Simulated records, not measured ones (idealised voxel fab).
voxel capacitor over wiring: a process module
Each square cell in cross-section cut measures 5 nm, and the section as a whole is 255 nm wide.
When this document writes out a cross-section, it uses a grid of square cells and lists it as bands, beginning at the top and moving down, with a band standing for one or more rows of cells.
First you get the band's top height and its bottom height, in nm, and then the materials it's made of, left to right, with each width in nm. If you see a single material with "full width", that one covers the band edge to edge. "air" is empty space.
Heights are measured from 0, the level below which the as-received wafer is all one material; the lowest band has no bottom and continues downward, written as in "from 0 down".
The width entry "30 to 40" should be interpreted row by row: the top row of cells in the band takes the first number, the bottom row takes the second number, and the change between adjacent rows is uniform throughout.
Key: "no modifications" - step with no changed cell in the cross-section.
Listed in "Voids, enclosed": every empty space of 8 or more cells without an open way to the top. Form: width x height at distance, the distance being from the left edge, all in nm.
If you see something after the settings on a step's line, that's the simulator's own remark about that step.
"overlay nm" on a masked step: distance the mask lay right of its planned place, negative for left.

Planned step list for the process:
- 1: RECEIVE (material Si)
- 2: CONFORMAL_DEP (material SiO2; thk nm 15)
- 3: DIRECTIONAL_DEP (material TiN; thk nm 5)
- 4: DIRECTIONAL_DEP (material Ru; thk nm 15)
- 5: PATTERN (tone cover; mask id METAL_1; material resist; width nm 30; pitch nm 95; thk nm 15; overlay nm 0)
- 6: DIRECTIONAL_ETCH (etch materials Ru; depth nm 15)
- 7: DIRECTIONAL_ETCH (etch materials TiN; depth nm 5)
- 8: STRIP (etch materials resist)
- 9: FILL_DEP (material lowk; thk nm 5)
- 10: CMP (height nm 35)
- 11: CONFORMAL_DEP (material SiCN; thk nm 5)
- 12: DIRECTIONAL_DEP (material SiO2; thk nm 10)
- 13: MASKED_ETCH (tone open; mask id PLUG_1; width nm 15; etch materials SiO2; depth nm 10; overlay nm 0)
- 14: MASKED_ETCH (tone open; mask id PLUG_1; width nm 15; etch materials SiCN; depth nm 5; overlay nm 0)
- 15: EPI (material Ru; thk nm 10)
- 16: EPI (material Ru; thk nm 5)
- 17: DIRECTIONAL_DEP (material TiN; thk nm 5)
- 18: DIRECTIONAL_DEP (material HfO2; thk nm 5)
- 19: DIRECTIONAL_DEP (material TiN; thk nm 5)
- 20: DIRECTIONAL_DEP (material aC; thk nm 10)
- 21: PATTERN (tone cover; mask id UPPER_PLATE; material resist; width nm 70; thk nm 25; overlay nm 0)
- 22: DIRECTIONAL_ETCH (etch materials aC; depth nm 10)
- 23: STRIP (etch materials resist)
- 24: DIRECTIONAL_ETCH (etch materials TiN; depth nm 5)
- 25: DIRECTIONAL_ETCH (etch materials HfO2; depth nm 5)
- 26: STRIP (etch materials aC)
- 27: PATTERN (tone cover; mask id LOWER_PLATE; material resist; width nm 80; thk nm 15; overlay nm 0)
- 28: DIRECTIONAL_ETCH (etch materials TiN; depth nm 5)
- 29: STRIP (etch materials resist)
- 30: FILL_DEP (material SiO2; thk nm 15)
- 31: CMP (height nm 75)
- 32: PATTERN (tone open; mask id PLUG_2; material resist; width nm 15; thk nm 15; overlay nm 0)
- 33: DIRECTIONAL_ETCH (etch materials SiO2; depth nm 10)
- 34: STRIP (etch materials resist)
- 35: CONFORMAL_DEP (material TiN; thk nm 5)
- 36: FILL_DEP (material Cu; thk nm 10)
- 37: CMP (height nm 75)
- 38: CONFORMAL_DEP (material SiCN; thk nm 5)

Here's what the wafer looked like in cross-section when it arrived - that's after step 1:
  from 0 down  Si full width
  Voids, enclosed: none

Post-module cross-section of the first of two wafers (run per plan):
  from 80 to 75  SiCN full width
  from 75 to 70  90 of SiO2 / 5 of TiN / 5 of Cu / 5 of TiN / 150 of SiO2
  from 70 to 60  90 to 80 of SiO2 / 15 to 70 of TiN / 150 to 105 of SiO2
  from 60 to 55  80 of SiO2 / 70 of HfO2 / 105 of SiO2
  from 55 to 50  75 of SiO2 / 80 of TiN / 100 of SiO2
  from 50 to 40  80 of SiO2 / 15 of Ru / 160 of SiO2
  from 40 to 35  80 of SiCN / 15 of Ru / 160 of SiCN
  from 35 to 20  65 of lowk / 30 of Ru / 65 of lowk / 30 of Ru / 65 of lowk
  from 20 to 15  65 of lowk / 30 of TiN / 65 of lowk / 30 of TiN / 65 of lowk
  from 15 to 0  SiO2 full width
  from 0 down  Si full width
  Voids, enclosed: none

Here is the second of the two wafers cut open at the end of the module - same start, same plan as the first one, but we made one mistake running it:
  from 80 to 75  SiCN full width
  from 75 to 70  90 of SiO2 / 15 of TiN / 150 of SiO2
  from 70 to 65  80 of SiO2 / 5 of TiN / 5 of SiO2 / 60 of TiN / 105 of SiO2
  from 65 to 60  80 of SiO2 / 5 of HfO2 / 5 of TiN / 60 of HfO2 / 105 of SiO2
  from 60 to 55  85 of Ru / 5 of HfO2 / 165 of Ru
  from 55 to 50  80 of TiN / 15 of Ru / 160 of TiN
  from 50 to 45  80 of SiO2 / 15 of TiN / 160 of SiO2
  from 45 to 40  80 of SiO2 / 15 of Ru / 160 of SiO2
  from 40 to 35  80 of SiCN / 15 of Ru / 160 of SiCN
  from 35 to 20  65 of lowk / 30 of Ru / 65 of lowk / 30 of Ru / 65 of lowk
  from 20 to 15  65 of lowk / 30 of TiN / 65 of lowk / 30 of TiN / 65 of lowk
  from 15 to 0  SiO2 full width
  from 0 down  Si full width
  Voids, enclosed: none
In executing the process, a mistake was made relative to the plan: steps 16 and 17 swapped
Counted in cells at the end, the second wafer holds more or fewer of these materials than the first: Cu: 1 fewer, Ru: 50 more, SiO2: 82 fewer, TiN: 33 more
